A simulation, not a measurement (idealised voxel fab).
The name of this process module is voxel ribs on slabs.
Cross-sectional view cut (width: 150 nm; square cell size: 5 nm).
Cross-section layout: square cells on a grid; listed as bands, top to bottom; a band spans one or more cell rows. Band entry format. Leading values: height of top, height of bottom, nm. Remainder: materials in left-to-right order, each with its width in nm. Special words: "everywhere" on a single material, which then fills the band edge to edge; "air", empty space. We count height from 0. Below that, the starting wafer is all one material. The lowest band never ends at the bottom but goes on down; see "0 down" for how that is written. Width: "30->40" (first number = top row, second number = bottom row, same change from row to row of cells). Key: "no alterations made" - step with no changed cell in the cross-section. So "Enclosed void inventory" is basically the list of trapped voids: any empty space of 8 cells or more that can't reach the top through an opening. They're written width x height at distance, the distance being from the left edge, and it's all nm. Past the settings on a step's line: simulator remark, on that step. A step's line can hold "overlay nm"; with a mask on that step, the setting says how far right of the planned place the mask lay, while a negative setting says it lay to the left.
-- Process steps foreseen in the plan
| 1 | RECEIVE with material Si |
| 2 | DIRECTIONAL_DEP with material SiO2, thk nm 25 |
| 3 | DIRECTIONAL_DEP with material SiN, thk nm 15 |
| 4 | PATTERN with tone cover, mask id RIB, material resist, width nm 15, thk nm 15, overlay nm 0 |
| 5 | DIRECTIONAL_ETCH with etch materials SiN, depth nm 10 |
| 6 | STRIP with etch materials resist |
| 7 | MASKED_ETCH with tone cover, mask id SLAB, width nm 55, etch materials SiN, depth nm 5, overlay nm 0 |
| 8 | FILL_DEP with material SiO2, thk nm 15 |
| 9 | CMP with height nm 50 |
| 10 | DIRECTIONAL_DEP with material TiN, thk nm 5 |
| 11 | PATTERN with tone cover, mask id HEATER, material resist, width nm 25, thk nm 20, overlay nm 0 |
| 12 | DIRECTIONAL_ETCH with etch materials TiN, depth nm 5 |
| 13 | STRIP with etch materials resist |
| 14 | CONFORMAL_DEP with material SiN, thk nm 5 |
-- Cross-section of the wafer at receipt, which is the condition after step 1
* 0 down = Si everywhere
* Enclosed void inventory: none
-- Final cross-section, module run with one mistake (start and plan as above)
* 55 to 50 = air=60, then TiN=25, then air=65
* 50 to 40 = SiO2 everywhere
* 40 to 30 = SiO2=65, then SiN=15, then SiO2=70
* 30 to 25 = SiO2=45, then SiN=55, then SiO2=50
* 25 to 0 = SiO2 everywhere
* 0 down = Si everywhere
* Enclosed void inventory: none
Against the plan, the run slipped here: step 14 of the plan: omitted, not performed
